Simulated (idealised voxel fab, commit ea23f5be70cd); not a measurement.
A process module follows: voxel air gaps.
This is section cut - it's 295 nm across, gridded in 5 nm square cells.
The cross-sections in this document take the form of a grid made of square cells. They are written out as bands, in order from top to bottom. Each band consists of one or more rows of cells.
Look at the band entry: it leads with the top's height and the bottom's height in nm. Then it lists the materials left to right, with a width in nm for each. The word "all across" on a single material says that material fills the band edge to edge. The word "empty" is empty space.
We count height from 0. Below that, the starting wafer is all one material. The lowest band never ends at the bottom but goes on down; see "0..down" for how that is written.
A width given as "30->40" starts at the first number in the band's top row and ends at the second number in its bottom row, shifting by an equal amount at every step from row to row.
The cross-section has no changed cell in any step marked "nothing got changed".
This entry, "Completely enclosed voids", enumerates those empty regions of no fewer than 8 cells that possess no open connection to the top. Each region is reported in the form width x height at distance, the distance being taken from the left edge, with all three quantities expressed in nm.
On each step's line, the part that comes after the settings is the simulator's own comment on the step.
The "overlay nm" setting may appear on a step's line; for a step that uses a mask, it gives how far to the right of its planned position the mask lay, and a negative value indicates the left.
HERE'S WHAT THE PLANNED PROCESS STEPS LOOK LIKE
1,RECEIVE | material Si
2,CONFORMAL_DEP | material SiO2 | thk nm 15
3,CONFORMAL_DEP | material SiN | thk nm 5
4,DIRECTIONAL_DEP | material lowk | thk nm 35
5,MASKED_ETCH | tone open | mask id LINES | width nm 20 | pitch nm 50 | etch materials lowk | depth nm 35 | overlay nm 0
6,CONFORMAL_DEP | material TiN | thk nm 5
7,FILL_DEP | material Cu | thk nm 5
8,CMP | height nm 55
9,EPI | material Ru | thk nm 10
10,SELECTIVE_ETCH | etch materials lowk | depth nm 45
11,CONFORMAL_DEP | material SiN | thk nm 5
THE FIRST OF A SET OF TWO WAFERS, RUN TO PLAN
STEP 1 COMPLETE: CROSS-SECTION OF THE WAFER AS RECEIVED
    0..down  Si all across
    Completely enclosed voids: none
AFTER STEP 2
    15..0  SiO2 all across
    Note: structure below 0 unchanged.
AFTER STEP 3
    20..15  SiN all across
    Note: structure below 15 unchanged.
AFTER STEP 4
    55..20  lowk all across
    Note: structure below 20 unchanged.
AFTER STEP 5
    55..20  lowk (85) / empty (20) / lowk (30) / empty (20) / lowk (30) / empty (20) / lowk (90)
    Note: structure below 20 unchanged.
AFTER STEP 6
    60..55  TiN (90) / empty (10) / TiN (40) / empty (10) / TiN (40) / empty (10) / TiN (95)
    55..25  lowk (85) / TiN (5) / empty (10) / TiN (5) / lowk (30) / TiN (5) / empty (10) / TiN (5) / lowk (30) / TiN (5) / empty (10) / TiN (5) / lowk (90)
    25..20  lowk (85) / TiN (20) / lowk (30) / TiN (20) / lowk (30) / TiN (20) / lowk (90)
    Note: structure below 20 unchanged.
AFTER STEP 7
    65..60  Cu all across
    60..55  TiN (90) / Cu (10) / TiN (40) / Cu (10) / TiN (40) / Cu (10) / TiN (95)
    55..25  lowk (85) / TiN (5) / Cu (10) / TiN (5) / lowk (30) / TiN (5) / Cu (10) / TiN (5) / lowk (30) / TiN (5) / Cu (10) / TiN (5) / lowk (90)
    Note: structure below 25 unchanged.
AFTER STEP 8
    55..25  lowk (85) / TiN (5) / Cu (10) / TiN (5) / lowk (30) / TiN (5) / Cu (10) / TiN (5) / lowk (30) / TiN (5) / Cu (10) / TiN (5) / lowk (90)
    Note: structure below 25 unchanged.
AFTER STEP 9
    65..55  empty (75) / Ru (40) / empty (10) / Ru (40) / empty (10) / Ru (40) / empty (80)
    Note: structure below 55 unchanged.
AFTER STEP 10
    65..55  empty (75) / Ru (40) / empty (10) / Ru (40) / empty (10) / Ru (40) / empty (80)
    55..25  empty (85) / TiN (5) / Cu (10) / TiN (5) / empty (30) / TiN (5) / Cu (10) / TiN (5) / empty (30) / TiN (5) / Cu (10) / TiN (5) / empty (90)
    25..20  empty (85) / TiN (20) / empty (30) / TiN (20) / empty (30) / TiN (20) / empty (90)
    Note: structure below 20 unchanged.
AFTER STEP 11
    70..65  empty (70) / SiN (150) / empty (75)
    65..55  empty (70) / SiN (5) / Ru (40) / SiN (10) / Ru (40) / SiN (10) / Ru (40) / SiN (5) / empty (75)
    55..50  empty (70) / SiN (15) / TiN (5) / Cu (10) / TiN (5) / SiN (30) / TiN (5) / Cu (10) / TiN (5) / SiN (30) / TiN (5) / Cu (10) / TiN (5) / SiN (15) / empty (75)
    50..25  empty (80) / SiN (5) / TiN (5) / Cu (10) / TiN (5) / SiN (5) / empty (20) / SiN (5) / TiN (5) / Cu (10) / TiN (5) / SiN (5) / empty (20) / SiN (5) / TiN (5) / Cu (10) / TiN (5) / SiN (5) / empty (85)
    25..20  SiN (85) / TiN (20) / SiN (30) / TiN (20) / SiN (30) / TiN (20) / SiN (90)
    Note: structure below 20 unchanged.
    Completely enclosed voids: 20 x 25 at 110; 20 x 25 at 160
FOR THE SECOND WAFER, TAKE THE FIRST WAFER'S START AND PLAN, THEN ADD ONE MISTAKE MADE IN RUNNING IT; EVERYTHING THROUGH STEP 4, THAT STEP INCLUDED, IS SHARED WITH THE FIRST
WHEN STEP 5 SHOULD HAVE ENDED
    55..20  empty (85) / lowk (20) / empty (30) / lowk (20) / empty (30) / lowk (20) / empty (90)
    Note: structure below 20 unchanged.
WHEN STEP 6 SHOULD HAVE ENDED
    60..55  empty (80) / TiN (30) / empty (20) / TiN (30) / empty (20) / TiN (30) / empty (85)
    55..25  empty (80) / TiN (5) / lowk (20) / TiN (5) / empty (20) / TiN (5) / lowk (20) / TiN (5) / empty (20) / TiN (5) / lowk (20) / TiN (5) / empty (85)
    25..20  TiN (85) / lowk (20) / TiN (30) / lowk (20) / TiN (30) / lowk (20) / TiN (90)
    Note: structure below 20 unchanged.
WHEN STEP 7 SHOULD HAVE ENDED
    65..60  Cu all across
    60..55  Cu (80) / TiN (30) / Cu (20) / TiN (30) / Cu (20) / TiN (30) / Cu (85)
    55..25  Cu (80) / TiN (5) / lowk (20) / TiN (5) / Cu (20) / TiN (5) / lowk (20) / TiN (5) / Cu (20) / TiN (5) / lowk (20) / TiN (5) / Cu (85)
    Note: structure below 25 unchanged.
WHEN STEP 8 SHOULD HAVE ENDED
    55..25  Cu (80) / TiN (5) / lowk (20) / TiN (5) / Cu (20) / TiN (5) / lowk (20) / TiN (5) / Cu (20) / TiN (5) / lowk (20) / TiN (5) / Cu (85)
    Note: structure below 25 unchanged.
WHEN STEP 9 SHOULD HAVE ENDED
    65..55  Ru all across
    Note: structure below 55 unchanged.
when step 10 should have ended: nothing got changed
WHEN STEP 11 SHOULD HAVE ENDED
    70..65  SiN all across
    Note: structure below 65 unchanged.
What broke from the plan during processing? step 5 off recipe, ran as MASKED_ETCH | tone cover | mask id LINES | width nm 20 | pitch nm 50 | etch materials lowk | depth nm 35 | overlay nm 0
End check, counted in cells, second wafer has more or fewer of these materials than the first: 210 more of Cu, 70 more of Ru, 78 fewer of SiN, 35 more of TiN, 84 more of lowk
Final closed voids: first wafer 2, second wafer 0.
